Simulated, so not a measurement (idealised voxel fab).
Process module name: voxel transistor to metal
The figure presents cross-section cut, which has a width of 140 nm and is divided into square cells with an edge length of 5 nm.
Just so we're on the same page, the cross-sections are grids of square cells, and they're listed out in bands top to bottom, each band one or more rows deep.
Top, bottom (nm), then materials left to right with widths (nm); lone material tagged "all across" fills the whole band edge to edge; "empty" = empty space.
Zero point of the height axis is 0; under it, received wafer = one material. Lowest band: continues down indefinitely, "0 -> down".
The two numbers in a width such as "30 to 40" mark its ends across the band: the first belongs to the top row of cells, the second to the bottom row, and from each row to the next the width moves by the same amount.
Step marked "stayed the same"? Then no cell in the cross-section changed in it.
"Closed void entries" means: voids of 8 cells or more that are shut off from the top with no open way through. Written width x height at distance, distance from the left edge, in nm.
Read whatever lies past the settings on a step's line as the simulator's own remark about the step.
"overlay nm" denotes, for a step that has a mask, the displacement of the mask to the right of its planned place, with negative values corresponding to the left.

These are the steps we planned for the process:
- 1: RECEIVE (material Si)
- 2: OXIDIZE (depth nm 5)
- 3: CONFORMAL_DEP (material SiN; thk nm 15)
- 4: DIRECTIONAL_DEP (material aC; thk nm 15)
- 5: PATTERN (tone cover; mask id ACTIVE; material resist; width nm 105; thk nm 30; overlay nm 0)
- 6: DIRECTIONAL_ETCH (etch materials aC; depth nm 15)
- 7: STRIP (etch materials resist)
- 8: DIRECTIONAL_ETCH (etch materials SiN; depth nm 15)
- 9: DIRECTIONAL_ETCH (etch materials SiO2; depth nm 5)
- 10: DIRECTIONAL_ETCH (etch materials Si; depth nm 20)
- 11: STRIP (etch materials aC)
- 12: OXIDIZE (depth nm 5)
- 13: FILL_DEP (material SiO2; thk nm 5)
- 14: CMP (height nm 15)
- 15: SELECTIVE_ETCH (etch materials SiO2; depth nm 10)
- 16: STRIP (etch materials SiN)
- 17: SELECTIVE_ETCH (etch materials SiO2; depth nm 5)
- 18: OXIDIZE (depth nm 5)
- 19: DIRECTIONAL_DEP (material polySi; thk nm 30)
- 20: DIRECTIONAL_DEP (material SiCN; thk nm 15)
- 21: PATTERN (tone cover; mask id GATE; material resist; width nm 25; thk nm 20; overlay nm 0)
- 22: DIRECTIONAL_ETCH (etch materials SiCN; depth nm 25)
- 23: DIRECTIONAL_ETCH (etch materials polySi; depth nm 40)
- 24: STRIP (etch materials resist)
- 25: CONFORMAL_DEP (material SiN; thk nm 5)
- 26: DIRECTIONAL_ETCH (etch materials SiN; depth nm 5)
- 27: DIRECTIONAL_ETCH (etch materials SiO2; depth nm 5)
- 28: DIRECTIONAL_ETCH (etch materials Si; depth nm 15)
- 29: EPI (material nSi; thk nm 15)
- 30: FILL_DEP (material SiO2; thk nm 5)
- 31: CMP (height nm 40)
- 32: DIRECTIONAL_DEP (material SiO2; thk nm 10)
- 33: MASKED_ETCH (tone open; mask id CONTACT; width nm 20; pitch nm 75; etch materials SiO2; depth nm 60; overlay nm 0)
- 34: CONFORMAL_DEP (material TiN; thk nm 5)
- 35: FILL_DEP (material Ru; thk nm 5)
- 36: CMP (height nm 50)
- 37: DIRECTIONAL_DEP (material TiN; thk nm 5)
- 38: DIRECTIONAL_DEP (material Ru; thk nm 20)
- 39: DIRECTIONAL_DEP (material aC; thk nm 15)
- 40: PATTERN (tone cover; mask id METAL_1; material resist; width nm 20; pitch nm 75; thk nm 35; overlay nm 0)
- 41: DIRECTIONAL_ETCH (etch materials aC; depth nm 15)
- 42: STRIP (etch materials resist)
- 43: DIRECTIONAL_ETCH (etch materials Ru; depth nm 20)
- 44: DIRECTIONAL_ETCH (etch materials TiN; depth nm 5)
- 45: STRIP (etch materials aC)
- 46: CONFORMAL_DEP (material SiCN; thk nm 5)
- 47: FILL_DEP (material lowk; thk nm 10)
- 48: CMP (height nm 75)
- 49: CONFORMAL_DEP (material SiN; thk nm 5)

First of two wafers: run as planned:

Cross-section of the wafer upon arrival, representing the state reached after step 1:
	0 -> down: Si all across
	Closed void entries: none

Wafer xsec, post step 2:
	0 -> -5: SiO2 all across
	Nothing below the height -5 has changed.

Wafer xsec, post step 3:
	15 -> 0: SiN all across
	Nothing below the height 0 has changed.

Wafer xsec, post step 4:
	30 -> 15: aC all across
	Nothing below the height 15 has changed.

Wafer xsec, post step 5:
	60 -> 30: 15 of empty / 105 of resist / 20 of empty
	Nothing below the height 30 has changed.

Wafer xsec, post step 6:
	45 -> 30: 15 of empty / 105 of resist / 20 of empty
	30 -> 15: 15 of empty / 105 of aC / 20 of empty
	Nothing below the height 15 has changed.

Wafer xsec, post step 7:
	30 -> 15: 15 of empty / 105 of aC / 20 of empty
	Nothing below the height 15 has changed.

Wafer xsec, post step 8:
	30 -> 15: 15 of empty / 105 of aC / 20 of empty
	15 -> 0: 15 of empty / 105 of SiN / 20 of empty
	Nothing below the height 0 has changed.

Wafer xsec, post step 9:
	30 -> 15: 15 of empty / 105 of aC / 20 of empty
	15 -> 0: 15 of empty / 105 of SiN / 20 of empty
	0 -> -5: 15 of empty / 105 of SiO2 / 20 of empty
	Nothing below the height -5 has changed.

Wafer xsec, post step 10:
	30 -> 15: 15 of empty / 105 of aC / 20 of empty
	15 -> 0: 15 of empty / 105 of SiN / 20 of empty
	0 -> -5: 15 of empty / 105 of SiO2 / 20 of empty
	-5 -> -25: 15 of empty / 105 of Si / 20 of empty
	Nothing below the height -25 has changed.

Wafer xsec, post step 11:
	15 -> 0: 15 of empty / 105 of SiN / 20 of empty
	Nothing below the height 0 has changed.

Wafer xsec, post step 12:
	15 -> 0: 15 of empty / 105 of SiN / 20 of empty
	0 -> -5: 15 of empty / 105 of SiO2 / 20 of empty
	-5 -> -25: 15 of empty / 5 of SiO2 / 95 of Si / 5 of SiO2 / 20 of empty
	-25 -> -30: 20 of SiO2 / 95 of Si / 25 of SiO2
	Nothing below the height -30 has changed.

Wafer xsec, post step 13:
	20 -> 15: SiO2 all across
	15 -> 0: 15 of SiO2 / 105 of SiN / 20 of SiO2
	0 -> -5: SiO2 all across
	-5 -> -30: 20 of SiO2 / 95 of Si / 25 of SiO2
	Nothing below the height -30 has changed.

Wafer xsec, post step 14:
	15 -> 0: 15 of SiO2 / 105 of SiN / 20 of SiO2
	Nothing below the height 0 has changed.

Wafer xsec, post step 15:
	15 -> 5: 15 of empty / 105 of SiN / 20 of empty
	Nothing below the height 5 has changed.

Wafer xsec, post step 16:
	5 -> 0: 15 of SiO2 / 105 of empty / 20 of SiO2
	Nothing below the height 0 has changed.

Wafer xsec, post step 17:
	0 -> -5: 10 of SiO2 / 115 of empty / 15 of SiO2
	Nothing below the height -5 has changed.

Wafer xsec, post step 18:
	0 -> -5: 10 of SiO2 / 115 of empty / 15 of SiO2
	-5 -> -10: SiO2 all across
	Nothing below the height -10 has changed.

Wafer xsec, post step 19:
	30 -> 25: 10 of polySi / 115 of empty / 15 of polySi
	25 -> 0: polySi all across
	0 -> -5: 10 of SiO2 / 115 of polySi / 15 of SiO2
	Nothing below the height -5 has changed.

Wafer xsec, post step 20:
	45 -> 40: 10 of SiCN / 115 of empty / 15 of SiCN
	40 -> 30: SiCN all across
	30 -> 25: 10 of polySi / 115 of SiCN / 15 of polySi
	Nothing below the height 25 has changed.

Wafer xsec, post step 21:
	65 -> 45: 55 of empty / 25 of resist / 60 of empty
	45 -> 40: 10 of SiCN / 45 of empty / 25 of resist / 45 of empty / 15 of SiCN
	Nothing below the height 40 has changed.

Wafer xsec, post step 22:
	65 -> 40: 55 of empty / 25 of resist / 60 of empty
	40 -> 30: 55 of empty / 25 of SiCN / 60 of empty
	30 -> 25: 10 of polySi / 45 of empty / 25 of SiCN / 45 of empty / 15 of polySi
	Nothing below the height 25 has changed.

Wafer xsec, post step 23:
	65 -> 40: 55 of empty / 25 of resist / 60 of empty
	40 -> 25: 55 of empty / 25 of SiCN / 60 of empty
	25 -> 0: 55 of empty / 25 of polySi / 60 of empty
	0 -> -5: 10 of SiO2 / 45 of empty / 25 of polySi / 45 of empty / 15 of SiO2
	Nothing below the height -5 has changed.

Wafer xsec, post step 24:
	40 -> 25: 55 of empty / 25 of SiCN / 60 of empty
	Nothing below the height 25 has changed.

Wafer xsec, post step 25:
	45 -> 40: 50 of empty / 35 of SiN / 55 of empty
	40 -> 25: 50 of empty / 5 of SiN / 25 of SiCN / 5 of SiN / 55 of empty
	25 -> 5: 50 of empty / 5 of SiN / 25 of polySi / 5 of SiN / 55 of empty
	5 -> 0: 15 of SiN / 35 of empty / 5 of SiN / 25 of polySi / 5 of SiN / 35 of empty / 20 of SiN
	0 -> -5: 10 of SiO2 / 45 of SiN / 25 of polySi / 45 of SiN / 15 of SiO2
	Nothing below the height -5 has changed.

Wafer xsec, post step 26:
	40 -> 25: 50 of empty / 5 of SiN / 25 of SiCN / 5 of SiN / 55 of empty
	25 -> 0: 50 of empty / 5 of SiN / 25 of polySi / 5 of SiN / 55 of empty
	0 -> -5: 10 of SiO2 / 5 of SiN / 35 of empty / 5 of SiN / 25 of polySi / 5 of SiN / 35 of empty / 5 of SiN / 15 of SiO2
	Nothing below the height -5 has changed.

Wafer xsec, post step 27:
	40 -> 25: 50 of empty / 5 of SiN / 25 of SiCN / 5 of SiN / 55 of empty
	25 -> 0: 50 of empty / 5 of SiN / 25 of polySi / 5 of SiN / 55 of empty
	0 -> -5: 10 of empty / 5 of SiN / 35 of empty / 5 of SiN / 25 of polySi / 5 of SiN / 35 of empty / 5 of SiN / 15 of empty
	-5 -> -10: 15 of SiO2 / 35 of empty / 35 of SiO2 / 35 of empty / 20 of SiO2
	Nothing below the height -10 has changed.

Wafer xsec, post step 28:
	40 -> 25: 50 of empty / 5 of SiN / 25 of SiCN / 5 of SiN / 55 of empty
	25 -> 0: 50 of empty / 5 of SiN / 25 of polySi / 5 of SiN / 55 of empty
	0 -> -5: 10 of empty / 5 of SiN / 35 of empty / 5 of SiN / 25 of polySi / 5 of SiN / 35 of empty / 5 of SiN / 15 of empty
	-5 -> -10: 15 of SiO2 / 35 of empty / 35 of SiO2 / 35 of empty / 20 of SiO2
	-10 -> -25: 20 of SiO2 / 30 of empty / 35 of Si / 30 of empty / 25 of SiO2
	Nothing below the height -25 has changed.

Wafer xsec, post step 29:
	40 -> 25: 50 of empty / 5 of SiN / 25 of SiCN / 5 of SiN / 55 of empty
	25 -> 5: 50 of empty / 5 of SiN / 25 of polySi / 5 of SiN / 55 of empty
	5 -> 0: 35 of empty / 15 of nSi / 5 of SiN / 25 of polySi / 5 of SiN / 15 of nSi / 40 of empty
	0 -> -5: 10 of empty / 5 of SiN / 20 of empty / 15 of nSi / 5 of SiN / 25 of polySi / 5 of SiN / 15 of nSi / 20 of empty / 5 of SiN / 15 of empty
	-5 -> -10: 15 of SiO2 / 20 of empty / 15 of nSi / 35 of SiO2 / 15 of nSi / 20 of empty / 20 of SiO2
	-10 -> -25: 20 of SiO2 / 30 of nSi / 35 of Si / 30 of nSi / 25 of SiO2
	Nothing below the height -25 has changed.

Wafer xsec, post step 30:
	45 -> 40: SiO2 all across
	40 -> 25: 50 of SiO2 / 5 of SiN / 25 of SiCN / 5 of SiN / 55 of SiO2
	25 -> 5: 50 of SiO2 / 5 of SiN / 25 of polySi / 5 of SiN / 55 of SiO2
	5 -> 0: 35 of SiO2 / 15 of nSi / 5 of SiN / 25 of polySi / 5 of SiN / 15 of nSi / 40 of SiO2
	0 -> -5: 10 of SiO2 / 5 of SiN / 20 of SiO2 / 15 of nSi / 5 of SiN / 25 of polySi / 5 of SiN / 15 of nSi / 20 of SiO2 / 5 of SiN / 15 of SiO2
	-5 -> -10: 35 of SiO2 / 15 of nSi / 35 of SiO2 / 15 of nSi / 40 of SiO2
	Nothing below the height -10 has changed.

Wafer xsec, post step 31:
	40 -> 25: 50 of SiO2 / 5 of SiN / 25 of SiCN / 5 of SiN / 55 of SiO2
	Nothing below the height 25 has changed.

Wafer xsec, post step 32:
	50 -> 40: SiO2 all across
	Nothing below the height 40 has changed.

Wafer xsec, post step 33:
	50 -> 40: 20 of SiO2 / 20 of empty / 55 of SiO2 / 20 of empty / 25 of SiO2
	40 -> 25: 20 of SiO2 / 20 of empty / 10 of SiO2 / 5 of SiN / 25 of SiCN / 5 of SiN / 10 of SiO2 / 20 of empty / 25 of SiO2
	25 -> 5: 20 of SiO2 / 20 of empty / 10 of SiO2 / 5 of SiN / 25 of polySi / 5 of SiN / 10 of SiO2 / 20 of empty / 25 of SiO2
	5 -> 0: 20 of SiO2 / 15 of empty / 15 of nSi / 5 of SiN / 25 of polySi / 5 of SiN / 15 of nSi / 15 of empty / 25 of SiO2
	0 -> -5: 10 of SiO2 / 5 of SiN / 5 of SiO2 / 15 of empty / 15 of nSi / 5 of SiN / 25 of polySi / 5 of SiN / 15 of nSi / 15 of empty / 5 of SiO2 / 5 of SiN / 15 of SiO2
	-5 -> -10: 20 of SiO2 / 15 of empty / 15 of nSi / 35 of SiO2 / 15 of nSi / 15 of empty / 25 of SiO2
	Nothing below the height -10 has changed.

Wafer xsec, post step 34:
	55 -> 50: 25 of TiN / 10 of empty / 65 of TiN / 10 of empty / 30 of TiN
	50 -> 40: 20 of SiO2 / 5 of TiN / 10 of empty / 5 of TiN / 55 of SiO2 / 5 of TiN / 10 of empty / 5 of TiN / 25 of SiO2
	40 -> 25: 20 of SiO2 / 5 of TiN / 10 of empty / 5 of TiN / 10 of SiO2 / 5 of SiN / 25 of SiCN / 5 of SiN / 10 of SiO2 / 5 of TiN / 10 of empty / 5 of TiN / 25 of SiO2
	25 -> 10: 20 of SiO2 / 5 of TiN / 10 of empty / 5 of TiN / 10 of SiO2 / 5 of SiN / 25 of polySi / 5 of SiN / 10 of SiO2 / 5 of TiN / 10 of empty / 5 of TiN / 25 of SiO2
	10 -> 5: 20 of SiO2 / 5 of TiN / 5 of empty / 10 of TiN / 10 of SiO2 / 5 of SiN / 25 of polySi / 5 of SiN / 10 of SiO2 / 10 of TiN / 5 of empty / 5 of TiN / 25 of SiO2
	5 -> 0: 20 of SiO2 / 5 of TiN / 5 of empty / 5 of TiN / 15 of nSi / 5 of SiN / 25 of polySi / 5 of SiN / 15 of nSi / 5 of TiN / 5 of empty / 5 of TiN / 25 of SiO2
	0 -> -5: 10 of SiO2 / 5 of SiN / 5 of SiO2 / 5 of TiN / 5 of empty / 5 of TiN / 15 of nSi / 5 of SiN / 25 of polySi / 5 of SiN / 15 of nSi / 5 of TiN / 5 of empty / 5 of TiN / 5 of SiO2 / 5 of SiN / 15 of SiO2
	-5 -> -10: 20 of SiO2 / 15 of TiN / 15 of nSi / 35 of SiO2 / 15 of nSi / 15 of TiN / 25 of SiO2
	Nothing below the height -10 has changed.

Wafer xsec, post step 35:
	60 -> 55: Ru all across
	55 -> 50: 25 of TiN / 10 of Ru / 65 of TiN / 10 of Ru / 30 of TiN
	50 -> 40: 20 of SiO2 / 5 of TiN / 10 of Ru / 5 of TiN / 55 of SiO2 / 5 of TiN / 10 of Ru / 5 of TiN / 25 of SiO2
	40 -> 25: 20 of SiO2 / 5 of TiN / 10 of Ru / 5 of TiN / 10 of SiO2 / 5 of SiN / 25 of SiCN / 5 of SiN / 10 of SiO2 / 5 of TiN / 10 of Ru / 5 of TiN / 25 of SiO2
	25 -> 10: 20 of SiO2 / 5 of TiN / 10 of Ru / 5 of TiN / 10 of SiO2 / 5 of SiN / 25 of polySi / 5 of SiN / 10 of SiO2 / 5 of TiN / 10 of Ru / 5 of TiN / 25 of SiO2
	10 -> 5: 20 of SiO2 / 5 of TiN / 5 of Ru / 10 of TiN / 10 of SiO2 / 5 of SiN / 25 of polySi / 5 of SiN / 10 of SiO2 / 10 of TiN / 5 of Ru / 5 of TiN / 25 of SiO2
	5 -> 0: 20 of SiO2 / 5 of TiN / 5 of Ru / 5 of TiN / 15 of nSi / 5 of SiN / 25 of polySi / 5 of SiN / 15 of nSi / 5 of TiN / 5 of Ru / 5 of TiN / 25 of SiO2
	0 -> -5: 10 of SiO2 / 5 of SiN / 5 of SiO2 / 5 of TiN / 5 of Ru / 5 of TiN / 15 of nSi / 5 of SiN / 25 of polySi / 5 of SiN / 15 of nSi / 5 of TiN / 5 of Ru / 5 of TiN / 5 of SiO2 / 5 of SiN / 15 of SiO2
	Nothing below the height -5 has changed.

Wafer xsec, post step 36:
	50 -> 40: 20 of SiO2 / 5 of TiN / 10 of Ru / 5 of TiN / 55 of SiO2 / 5 of TiN / 10 of Ru / 5 of TiN / 25 of SiO2
	Nothing below the height 40 has changed.

Wafer xsec, post step 37:
	55 -> 50: TiN all across
	Nothing below the height 50 has changed.

Wafer xsec, post step 38:
	75 -> 55: Ru all across
	Nothing below the height 55 has changed.

Wafer xsec, post step 39:
	90 -> 75: aC all across
	Nothing below the height 75 has changed.

Wafer xsec, post step 40:
	125 -> 90: 20 of empty / 20 of resist / 55 of empty / 20 of resist / 25 of empty
	Nothing below the height 90 has changed.

Wafer xsec, post step 41:
	110 -> 90: 20 of empty / 20 of resist / 55 of empty / 20 of resist / 25 of empty
	90 -> 75: 20 of empty / 20 of aC / 55 of empty / 20 of aC / 25 of empty
	Nothing below the height 75 has changed.

Wafer xsec, post step 42:
	90 -> 75: 20 of empty / 20 of aC / 55 of empty / 20 of aC / 25 of empty
	Nothing below the height 75 has changed.

Wafer xsec, post step 43:
	90 -> 75: 20 of empty / 20 of aC / 55 of empty / 20 of aC / 25 of empty
	75 -> 55: 20 of empty / 20 of Ru / 55 of empty / 20 of Ru / 25 of empty
	Nothing below the height 55 has changed.

Wafer xsec, post step 44:
	90 -> 75: 20 of empty / 20 of aC / 55 of empty / 20 of aC / 25 of empty
	75 -> 55: 20 of empty / 20 of Ru / 55 of empty / 20 of Ru / 25 of empty
	55 -> 50: 20 of empty / 20 of TiN / 55 of empty / 20 of TiN / 25 of empty
	Nothing below the height 50 has changed.

Wafer xsec, post step 45:
	75 -> 55: 20 of empty / 20 of Ru / 55 of empty / 20 of Ru / 25 of empty
	Nothing below the height 55 has changed.

Wafer xsec, post step 46:
	80 -> 75: 15 of empty / 30 of SiCN / 45 of empty / 30 of SiCN / 20 of empty
	75 -> 55: 15 of empty / 5 of SiCN / 20 of Ru / 5 of SiCN / 45 of empty / 5 of SiCN / 20 of Ru / 5 of SiCN / 20 of empty
	55 -> 50: 20 of SiCN / 20 of TiN / 55 of SiCN / 20 of TiN / 25 of SiCN
	Nothing below the height 50 has changed.

Wafer xsec, post step 47:
	90 -> 80: lowk all across
	80 -> 75: 15 of lowk / 30 of SiCN / 45 of lowk / 30 of SiCN / 20 of lowk
	75 -> 55: 15 of lowk / 5 of SiCN / 20 of Ru / 5 of SiCN / 45 of lowk / 5 of SiCN / 20 of Ru / 5 of SiCN / 20 of lowk
	Nothing below the height 55 has changed.

Wafer xsec, post step 48:
	75 -> 55: 15 of lowk / 5 of SiCN / 20 of Ru / 5 of SiCN / 45 of lowk / 5 of SiCN / 20 of Ru / 5 of SiCN / 20 of lowk
	Nothing below the height 55 has changed.

Wafer xsec, post step 49:
	80 -> 75: SiN all across
	Nothing below the height 75 has changed.

Wafer two: like wafer one in start and plan, but with one mistake in execution; identical up to and including step 20:

Second wafer, cut view, end of step 21 per plan:
	65 -> 45: 55 of resist / 25 of empty / 60 of resist
	45 -> 40: 10 of SiCN / 45 of resist / 25 of empty / 45 of resist / 15 of SiCN
	Nothing below the height 40 has changed.

Second wafer, cut view, end of step 22 per plan:
	65 -> 45: 55 of resist / 25 of empty / 60 of resist
	45 -> 40: 10 of SiCN / 45 of resist / 25 of empty / 45 of resist / 15 of SiCN
	40 -> 30: 55 of SiCN / 25 of empty / 60 of SiCN
	30 -> 25: 10 of polySi / 45 of SiCN / 25 of empty / 45 of SiCN / 15 of polySi
	Nothing below the height 25 has changed.

Second wafer, cut view, end of step 23 per plan:
	65 -> 45: 55 of resist / 25 of empty / 60 of resist
	45 -> 40: 10 of SiCN / 45 of resist / 25 of empty / 45 of resist / 15 of SiCN
	40 -> 30: 55 of SiCN / 25 of empty / 60 of SiCN
	30 -> 25: 10 of polySi / 45 of SiCN / 25 of empty / 45 of SiCN / 15 of polySi
	25 -> 0: 55 of polySi / 25 of empty / 60 of polySi
	0 -> -5: 10 of SiO2 / 45 of polySi / 25 of empty / 45 of polySi / 15 of SiO2
	Nothing below the height -5 has changed.

Second wafer, cut view, end of step 24 per plan:
	45 -> 40: 10 of SiCN / 115 of empty / 15 of SiCN
	Nothing below the height 40 has changed.

Second wafer, cut view, end of step 25 per plan:
	50 -> 45: 15 of SiN / 105 of empty / 20 of SiN
	45 -> 40: 10 of SiCN / 50 of SiN / 15 of empty / 50 of SiN / 15 of SiCN
	40 -> 30: 55 of SiCN / 5 of SiN / 15 of empty / 5 of SiN / 60 of SiCN
	30 -> 25: 10 of polySi / 45 of SiCN / 5 of SiN / 15 of empty / 5 of SiN / 45 of SiCN / 15 of polySi
	25 -> 0: 55 of polySi / 5 of SiN / 15 of empty / 5 of SiN / 60 of polySi
	0 -> -5: 10 of SiO2 / 45 of polySi / 25 of SiN / 45 of polySi / 15 of SiO2
	Nothing below the height -5 has changed.

Second wafer, cut view, end of step 26 per plan:
	45 -> 40: 10 of SiCN / 5 of SiN / 105 of empty / 5 of SiN / 15 of SiCN
	40 -> 30: 55 of SiCN / 5 of SiN / 15 of empty / 5 of SiN / 60 of SiCN
	30 -> 25: 10 of polySi / 45 of SiCN / 5 of SiN / 15 of empty / 5 of SiN / 45 of SiCN / 15 of polySi
	25 -> 0: 55 of polySi / 5 of SiN / 15 of empty / 5 of SiN / 60 of polySi
	0 -> -5: 10 of SiO2 / 45 of polySi / 5 of SiN / 15 of empty / 5 of SiN / 45 of polySi / 15 of SiO2
	Nothing below the height -5 has changed.

Second wafer, cut view, end of step 27 per plan:
	45 -> 40: 10 of SiCN / 5 of SiN / 105 of empty / 5 of SiN / 15 of SiCN
	40 -> 30: 55 of SiCN / 5 of SiN / 15 of empty / 5 of SiN / 60 of SiCN
	30 -> 25: 10 of polySi / 45 of SiCN / 5 of SiN / 15 of empty / 5 of SiN / 45 of SiCN / 15 of polySi
	25 -> 0: 55 of polySi / 5 of SiN / 15 of empty / 5 of SiN / 60 of polySi
	0 -> -5: 10 of SiO2 / 45 of polySi / 5 of SiN / 15 of empty / 5 of SiN / 45 of polySi / 15 of SiO2
	-5 -> -10: 60 of SiO2 / 15 of empty / 65 of SiO2
	Nothing below the height -10 has changed.

Second wafer, cut view, end of step 28 per plan:
	45 -> 40: 10 of SiCN / 5 of SiN / 105 of empty / 5 of SiN / 15 of SiCN
	40 -> 30: 55 of SiCN / 5 of SiN / 15 of empty / 5 of SiN / 60 of SiCN
	30 -> 25: 10 of polySi / 45 of SiCN / 5 of SiN / 15 of empty / 5 of SiN / 45 of SiCN / 15 of polySi
	25 -> 0: 55 of polySi / 5 of SiN / 15 of empty / 5 of SiN / 60 of polySi
	0 -> -5: 10 of SiO2 / 45 of polySi / 5 of SiN / 15 of empty / 5 of SiN / 45 of polySi / 15 of SiO2
	-5 -> -10: 60 of SiO2 / 15 of empty / 65 of SiO2
	-10 -> -25: 20 of SiO2 / 40 of Si / 15 of empty / 40 of Si / 25 of SiO2
	Nothing below the height -25 has changed.

Second wafer, cut view, end of step 29 per plan:
	45 -> 40: 10 of SiCN / 5 of SiN / 105 of empty / 5 of SiN / 15 of SiCN
	40 -> 30: 55 of SiCN / 5 of SiN / 15 of empty / 5 of SiN / 60 of SiCN
	30 -> 25: 10 of polySi / 45 of SiCN / 5 of SiN / 15 of empty / 5 of SiN / 45 of SiCN / 15 of polySi
	25 -> 5: 55 of polySi / 5 of SiN / 15 of empty / 5 of SiN / 60 of polySi
	5 -> 0: 55 of polySi / 5 of SiN / 15 of nSi / 5 of SiN / 60 of polySi
	0 -> -5: 10 of SiO2 / 45 of polySi / 5 of SiN / 15 of nSi / 5 of SiN / 45 of polySi / 15 of SiO2
	-5 -> -10: 60 of SiO2 / 15 of nSi / 65 of SiO2
	-10 -> -25: 20 of SiO2 / 40 of Si / 15 of nSi / 40 of Si / 25 of SiO2
	Nothing below the height -25 has changed.

Second wafer, cut view, end of step 30 per plan:
	50 -> 45: SiO2 all across
	45 -> 40: 10 of SiCN / 5 of SiN / 105 of SiO2 / 5 of SiN / 15 of SiCN
	40 -> 30: 55 of SiCN / 5 of SiN / 15 of SiO2 / 5 of SiN / 60 of SiCN
	30 -> 25: 10 of polySi / 45 of SiCN / 5 of SiN / 15 of SiO2 / 5 of SiN / 45 of SiCN / 15 of polySi
	25 -> 5: 55 of polySi / 5 of SiN / 15 of SiO2 / 5 of SiN / 60 of polySi
	Nothing below the height 5 has changed.

Second wafer, cut view, end of step 31 per plan:
	40 -> 30: 55 of SiCN / 5 of SiN / 15 of SiO2 / 5 of SiN / 60 of SiCN
	Nothing below the height 30 has changed.

Second wafer, cut view, end of step 32 per plan:
	50 -> 40: SiO2 all across
	Nothing below the height 40 has changed.

Second wafer, cut view, end of step 33 per plan:
	50 -> 40: 20 of SiO2 / 20 of empty / 55 of SiO2 / 20 of empty / 25 of SiO2
	Nothing below the height 40 has changed.

Second wafer, cut view, end of step 34 per plan:
	55 -> 50: 25 of TiN / 10 of empty / 65 of TiN / 10 of empty / 30 of TiN
	50 -> 45: 20 of SiO2 / 5 of TiN / 10 of empty / 5 of TiN / 55 of SiO2 / 5 of TiN / 10 of empty / 5 of TiN / 25 of SiO2
	45 -> 40: 20 of SiO2 / 20 of TiN / 55 of SiO2 / 20 of TiN / 25 of SiO2
	Nothing below the height 40 has changed.

Second wafer, cut view, end of step 35 per plan:
	60 -> 55: Ru all across
	55 -> 50: 25 of TiN / 10 of Ru / 65 of TiN / 10 of Ru / 30 of TiN
	50 -> 45: 20 of SiO2 / 5 of TiN / 10 of Ru / 5 of TiN / 55 of SiO2 / 5 of TiN / 10 of Ru / 5 of TiN / 25 of SiO2
	Nothing below the height 45 has changed.

Second wafer, cut view, end of step 36 per plan:
	50 -> 45: 20 of SiO2 / 5 of TiN / 10 of Ru / 5 of TiN / 55 of SiO2 / 5 of TiN / 10 of Ru / 5 of TiN / 25 of SiO2
	Nothing below the height 45 has changed.

Second wafer, cut view, end of step 37 per plan:
	55 -> 50: TiN all across
	Nothing below the height 50 has changed.

Second wafer, cut view, end of step 38 per plan:
	75 -> 55: Ru all across
	Nothing below the height 55 has changed.

Second wafer, cut view, end of step 39 per plan:
	90 -> 75: aC all across
	Nothing below the height 75 has changed.

Second wafer, cut view, end of step 40 per plan:
	125 -> 90: 20 of empty / 20 of resist / 55 of empty / 20 of resist / 25 of empty
	Nothing below the height 90 has changed.

Second wafer, cut view, end of step 41 per plan:
	110 -> 90: 20 of empty / 20 of resist / 55 of empty / 20 of resist / 25 of empty
	90 -> 75: 20 of empty / 20 of aC / 55 of empty / 20 of aC / 25 of empty
	Nothing below the height 75 has changed.

Second wafer, cut view, end of step 42 per plan:
	90 -> 75: 20 of empty / 20 of aC / 55 of empty / 20 of aC / 25 of empty
	Nothing below the height 75 has changed.

Second wafer, cut view, end of step 43 per plan:
	90 -> 75: 20 of empty / 20 of aC / 55 of empty / 20 of aC / 25 of empty
	75 -> 55: 20 of empty / 20 of Ru / 55 of empty / 20 of Ru / 25 of empty
	Nothing below the height 55 has changed.

Second wafer, cut view, end of step 44 per plan:
	90 -> 75: 20 of empty / 20 of aC / 55 of empty / 20 of aC / 25 of empty
	75 -> 55: 20 of empty / 20 of Ru / 55 of empty / 20 of Ru / 25 of empty
	55 -> 50: 20 of empty / 20 of TiN / 55 of empty / 20 of TiN / 25 of empty
	Nothing below the height 50 has changed.

Second wafer, cut view, end of step 45 per plan:
	75 -> 55: 20 of empty / 20 of Ru / 55 of empty / 20 of Ru / 25 of empty
	Nothing below the height 55 has changed.

Second wafer, cut view, end of step 46 per plan:
	80 -> 75: 15 of empty / 30 of SiCN / 45 of empty / 30 of SiCN / 20 of empty
	75 -> 55: 15 of empty / 5 of SiCN / 20 of Ru / 5 of SiCN / 45 of empty / 5 of SiCN / 20 of Ru / 5 of SiCN / 20 of empty
	55 -> 50: 20 of SiCN / 20 of TiN / 55 of SiCN / 20 of TiN / 25 of SiCN
	Nothing below the height 50 has changed.

Second wafer, cut view, end of step 47 per plan:
	90 -> 80: lowk all across
	80 -> 75: 15 of lowk / 30 of SiCN / 45 of lowk / 30 of SiCN / 20 of lowk
	75 -> 55: 15 of lowk / 5 of SiCN / 20 of Ru / 5 of SiCN / 45 of lowk / 5 of SiCN / 20 of Ru / 5 of SiCN / 20 of lowk
	Nothing below the height 55 has changed.

Second wafer, cut view, end of step 48 per plan:
	75 -> 55: 15 of lowk / 5 of SiCN / 20 of Ru / 5 of SiCN / 45 of lowk / 5 of SiCN / 20 of Ru / 5 of SiCN / 20 of lowk
	Nothing below the height 55 has changed.

Second wafer, cut view, end of step 49 per plan:
	80 -> 75: SiN all across
	Nothing below the height 75 has changed.
what went wrong: step 21 was processed under conditions differing from the plan, specifically as PATTERN (tone open; mask id GATE; material resist; width nm 25; thk nm 20; overlay nm 0)
Per the end-of-run cell counts, the second wafer holds more or fewer of some materials than the first: -34 Ru | +27 Si | +49 SiCN | -2 SiN | -72 SiO2 | -40 TiN | -36 nSi | +108 polySi
